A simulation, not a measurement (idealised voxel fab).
process module | voxel tone inversion
cross-section cut | 265 nm wide | cells 5 nm
A cross-section is a grid of square cells, given in bands from the top down. A band is one or more rows of cells.
Each band's line starts with the height of the band's top and of its bottom, in nm. Then come its materials from left to right, each with its width in nm. One material with "throughout" fills the band from edge to edge. "air" is empty space.
Height 0 is the level under which the wafer as received is all one material. The lowest band goes on downwards, as in "0 down".
A width such as "30 to 40" changes by the same amount from each row of cells to the next, from the band's top row to its bottom row.
"no change" after a step means that no cell of the cross-section changed.
closed voids: empty space of 8 cells or more with no open way to the top, each as width x height at its distance from the left edge, in nm
after a step's settings: what the simulator itself notes on the step
overlay nm, on a step with a mask: how far to the right of its planned place the mask lay; to the left if negative
plan
1 op RECEIVE | material Si
2 op CONFORMAL_DEP | material SiCN | thk nm 5
3 op DIRECTIONAL_DEP | material aC | thk nm 20
4 op PATTERN | tone cover | mask id POSTS | material resist | width nm 15 | pitch nm 35 | thk nm 25 | overlay nm 0
5 op DIRECTIONAL_ETCH | etch materials aC | depth nm 20
6 op STRIP | etch materials resist
7 op FILL_DEP | material SiO2 | thk nm 5
8 op CMP | height nm 25
9 op STRIP | etch materials aC
first wafer, as planned
as received, after step 1
  0 down: Si throughout
  closed voids: none
after step 2
  5 to 0: SiCN throughout
  below 0: unchanged
after step 3
  25 to 5: aC throughout
  below 5: unchanged
after step 4
  50 to 25: air 105 | resist 15 | air 20 | resist 15 | air 110
  below 25: unchanged
after step 5
  30 to 25: air 105 | resist 15 | air 20 | resist 15 | air 110
  25 to 5: air 105 | aC 15 | air 20 | aC 15 | air 110
  below 5: unchanged
after step 6
  25 to 5: air 105 | aC 15 | air 20 | aC 15 | air 110
  below 5: unchanged
after step 7
  30 to 25: SiO2 throughout
  25 to 5: SiO2 105 | aC 15 | SiO2 20 | aC 15 | SiO2 110
  below 5: unchanged
after step 8
  25 to 5: SiO2 105 | aC 15 | SiO2 20 | aC 15 | SiO2 110
  below 5: unchanged
after step 9
  25 to 5: SiO2 105 | air 15 | SiO2 20 | air 15 | SiO2 110
  below 5: unchanged
second wafer: like start, like plan, one mistake. Through step 3 it matches the first wafer
when step 4 should have ended
  50 to 25: air 105 | resist 20 | air 15 | resist 20 | air 105
  below 25: unchanged
when step 5 should have ended
  30 to 25: air 105 | resist 20 | air 15 | resist 20 | air 105
  25 to 5: air 105 | aC 20 | air 15 | aC 20 | air 105
  below 5: unchanged
when step 6 should have ended
  25 to 5: air 105 | aC 20 | air 15 | aC 20 | air 105
  below 5: unchanged
when step 7 should have ended
  30 to 25: SiO2 throughout
  25 to 5: SiO2 105 | aC 20 | SiO2 15 | aC 20 | SiO2 105
  below 5: unchanged
when step 8 should have ended
  25 to 5: SiO2 105 | aC 20 | SiO2 15 | aC 20 | SiO2 105
  below 5: unchanged
when step 9 should have ended
  25 to 5: SiO2 105 | air 20 | SiO2 15 | air 20 | SiO2 105
  below 5: unchanged
what went wrong: step 4 ran as: op PATTERN | tone cover | mask id POSTS | material resist | width nm 20 | pitch nm 35 | thk nm 25 | overlay nm 0
at the end the second wafer has, in cells: 8 fewer of SiO2
